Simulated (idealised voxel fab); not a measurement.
Process module heading - voxel self aligned vias
FYI the section here is cut, 270 nm wide, cells are 5 nm squares.
Heads up, the way a cross-section reads in here is a grid of square cells, handed over as bands from the top down, with every band being one or more rows of cells. Look at the band entry: it leads with the top's height and the bottom's height in nm. Then it lists the materials left to right, with a width in nm for each. The word "throughout" on a single material says that material fills the band edge to edge. The word "air" is empty space. A quick word on heights: they are counted from 0, and under that level the wafer as it came to us is one material throughout. The lowest band is different from the rest in having no bottom; it simply continues downward, written as in "0 nm and below". So if you see something like "30->40" for the width, read it as the top row of the band sitting at the first number and the bottom row at the second, with every row in between moving by the same amount as the last. "no modifications" -> step changed no cross-section cell. This entry, "Sealed void inventory", enumerates those empty regions of no fewer than 8 cells that possess no open connection to the top. Each region is reported in the form width x height at distance, the distance being taken from the left edge, with all three quantities expressed in nm. Step line, after settings: the simulator's comment on this step. The line of a step may include "overlay nm". On a step with a mask, this value is how far to the right of its planned place the mask lay. A negative value means the mask lay to the left.

SO HERE'S THE LINEUP OF PROCESS STEPS WE PLANNED
| 1 | RECEIVE,material Si |
| 2 | CONFORMAL_DEP,material SiO2,thk nm 10 |
| 3 | CONFORMAL_DEP,material SiCN,thk nm 5 |
| 4 | DIRECTIONAL_DEP,material lowk,thk nm 20 |
| 5 | MASKED_ETCH,tone open,mask id LINES,width nm 20,pitch nm 70,etch materials lowk,depth nm 20,overlay nm 0 |
| 6 | CONFORMAL_DEP,material TiN,thk nm 5 |
| 7 | FILL_DEP,material Ru,thk nm 10 |
| 8 | CMP,height nm 35 |
| 9 | SELECTIVE_ETCH,etch materials W Ru TiN,depth nm 5 |
| 10 | FILL_DEP,material SiN,thk nm 5 |
| 11 | CMP,height nm 35 |
| 12 | DIRECTIONAL_DEP,material lowk,thk nm 20 |
| 13 | DIRECTIONAL_DEP,material aC,thk nm 15 |
| 14 | PATTERN,tone open,mask id VIAS,material resist,width nm 40,pitch nm 70,thk nm 30,overlay nm 0 |
| 15 | DIRECTIONAL_ETCH,etch materials aC,depth nm 15 |
| 16 | STRIP,etch materials resist |
| 17 | DIRECTIONAL_ETCH,etch materials lowk,depth nm 20 |
| 18 | DIRECTIONAL_ETCH,etch materials SiN,depth nm 5 |
| 19 | STRIP,etch materials aC |
| 20 | CONFORMAL_DEP,material TiN,thk nm 5 |
| 21 | FILL_DEP,material Ru,thk nm 10 |
| 22 | CMP,height nm 55 |
| 23 | CONFORMAL_DEP,material SiCN,thk nm 5 |

AS RECEIVED, AFTER STEP 1
* 0 nm and below: Si throughout
* Sealed void inventory: none

FIRST OF TWO WAFERS, END-OF-MODULE SECTION, RUN FOLLOWED PLAN
* 60 nm to 55 nm: SiCN throughout
* 55 nm to 40 nm: 80 lowk | 5 TiN | 30 Ru | 5 TiN | 30 lowk | 5 TiN | 30 Ru | 5 TiN | 80 lowk
* 40 nm to 35 nm: 80 lowk | 15 TiN | 10 Ru | 15 TiN | 30 lowk | 15 TiN | 10 Ru | 15 TiN | 80 lowk
* 35 nm to 30 nm: 90 lowk | 20 TiN | 50 lowk | 20 TiN | 90 lowk
* 30 nm to 20 nm: 90 lowk | 5 TiN | 10 Ru | 5 TiN | 50 lowk | 5 TiN | 10 Ru | 5 TiN | 90 lowk
* 20 nm to 15 nm: 90 lowk | 20 TiN | 50 lowk | 20 TiN | 90 lowk
* 15 nm to 10 nm: SiCN throughout
* 10 nm to 0 nm: SiO2 throughout
* 0 nm and below: Si throughout
* Sealed void inventory: none

SO THIS IS WAFER NUMBER TWO OF THE TWO, CUT AT THE END OF THE MODULE - IT STARTED WHERE THE FIRST DID AND HAD THE SAME PLAN, WE JUST GOT ONE THING WRONG RUNNING IT
* 60 nm to 55 nm: SiCN throughout
* 55 nm to 40 nm: 75 Ru | 5 TiN | 40 lowk | 5 TiN | 20 Ru | 5 TiN | 40 lowk | 5 TiN | 75 Ru
* 40 nm to 35 nm: 80 TiN | 40 lowk | 30 TiN | 40 lowk | 80 TiN
* 35 nm to 30 nm: 90 lowk | 20 SiN | 50 lowk | 20 SiN | 90 lowk
* 30 nm to 20 nm: 90 lowk | 5 TiN | 10 Ru | 5 TiN | 50 lowk | 5 TiN | 10 Ru | 5 TiN | 90 lowk
* 20 nm to 15 nm: 90 lowk | 20 TiN | 50 lowk | 20 TiN | 90 lowk
* 15 nm to 10 nm: SiCN throughout
* 10 nm to 0 nm: SiO2 throughout
* 0 nm and below: Si throughout
* Sealed void inventory: none
Processing error: it should be noted that step 14 was executed with settings other than those planned, the operation and settings actually applied being PATTERN,tone cover,mask id VIAS,material resist,width nm 40,pitch nm 70,thk nm 30,overlay nm 0
End check, counted in cells, second wafer has more or fewer of these materials than the first: Ru +62 | SiN +8 | TiN +18 | lowk -88
